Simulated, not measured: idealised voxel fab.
You're looking at the process module voxel double patterning.
The cross-section shown here is cut; it is 265 nm wide and divided into square cells measuring 5 nm on a side.
Cross-section layout: square cells on a grid; listed as bands, top to bottom; a band spans one or more cell rows. This entry defines a band. It first specifies the height of the band's top and the height of its bottom in nm, and then specifies the band's materials from left to right, stating each material with its width in nm. The word "edge to edge" identifies a single material that fills the band from edge to edge, while the word "air" identifies empty space. Note: height 0 marks the level under which the wafer is uniformly one material as received. Lowest band unbounded below, written "0 nm and below". So if you see something like "30 to 40" for the width, read it as the top row of the band sitting at the first number and the bottom row at the second, with every row in between moving by the same amount as the last. Any step labelled "nothing different" changed none of the cells in the cross-section. "Enclosed void entries": empty spaces of 8 cells or more with no open way to the top, each given as width x height at distance, distance from the left edge, all in nm. What comes after the settings on a step's line is commentary from the simulator itself on that step. The "overlay nm" setting may appear on a step's line; for a step that uses a mask, it gives how far to the right of its planned position the mask lay, and a negative value indicates the left.

Here's what the planned process steps look like
1 op RECEIVE | material Si
2 op CONFORMAL_DEP | material SiO2 | thk nm 5
3 op DIRECTIONAL_DEP | material W | thk nm 15
4 op DIRECTIONAL_DEP | material SiCN | thk nm 10
5 op MASKED_ETCH | tone open | mask id FIRST | width nm 15 | pitch nm 50 | etch materials SiCN | depth nm 10 | overlay nm 0
6 op MASKED_ETCH | tone open | mask id SECOND | width nm 15 | etch materials SiCN | depth nm 10 | overlay nm 0
7 op DIRECTIONAL_ETCH | etch materials W | depth nm 15
8 op STRIP | etch materials SiCN

First wafer, as planned

As received (post step 1): cross-section
0 nm and below: Si edge to edge
Enclosed void entries: none

Wafer xsec, post step 2
5 nm to 0 nm: SiO2 edge to edge
For the remainder of the cross-section, below 0, there is no change.

Wafer xsec, post step 3
20 nm to 5 nm: W edge to edge
For the remainder of the cross-section, below 5, there is no change.

Wafer xsec, post step 4
30 nm to 20 nm: SiCN edge to edge
For the remainder of the cross-section, below 20, there is no change.

Wafer xsec, post step 5
30 nm to 20 nm: SiCN (100) | air (15) | SiCN (35) | air (15) | SiCN (100)
For the remainder of the cross-section, below 20, there is no change.

Wafer xsec, post step 6
30 nm to 20 nm: SiCN (100) | air (15) | SiCN (10) | air (15) | SiCN (10) | air (15) | SiCN (100)
For the remainder of the cross-section, below 20, there is no change.

Wafer xsec, post step 7
30 nm to 20 nm: SiCN (100) | air (15) | SiCN (10) | air (15) | SiCN (10) | air (15) | SiCN (100)
20 nm to 5 nm: W (100) | air (15) | W (10) | air (15) | W (10) | air (15) | W (100)
For the remainder of the cross-section, below 5, there is no change.

Wafer xsec, post step 8
20 nm to 5 nm: W (100) | air (15) | W (10) | air (15) | W (10) | air (15) | W (100)
For the remainder of the cross-section, below 5, there is no change.

Wafer two of two - same starting point, same process plan, one mistake in execution; matches wafer one up to and including step 5

Second wafer, cross-section, planned end of step 6
30 nm to 20 nm: air (125) | SiCN (15) | air (125)
For the remainder of the cross-section, below 20, there is no change.

Second wafer, cross-section, planned end of step 7
30 nm to 20 nm: air (125) | SiCN (15) | air (125)
20 nm to 5 nm: air (125) | W (15) | air (125)
For the remainder of the cross-section, below 5, there is no change.

Second wafer, cross-section, planned end of step 8
20 nm to 5 nm: air (125) | W (15) | air (125)
For the remainder of the cross-section, below 5, there is no change.
Want to know what went wrong? step 6 ran differently from the plan; actual operation with settings: op MASKED_ETCH | tone cover | mask id SECOND | width nm 15 | etch materials SiCN | depth nm 10 | overlay nm 0
Upon completion, the second wafer contains, in terms of cells, a greater or smaller amount of certain materials than the first wafer: W: 123 fewer
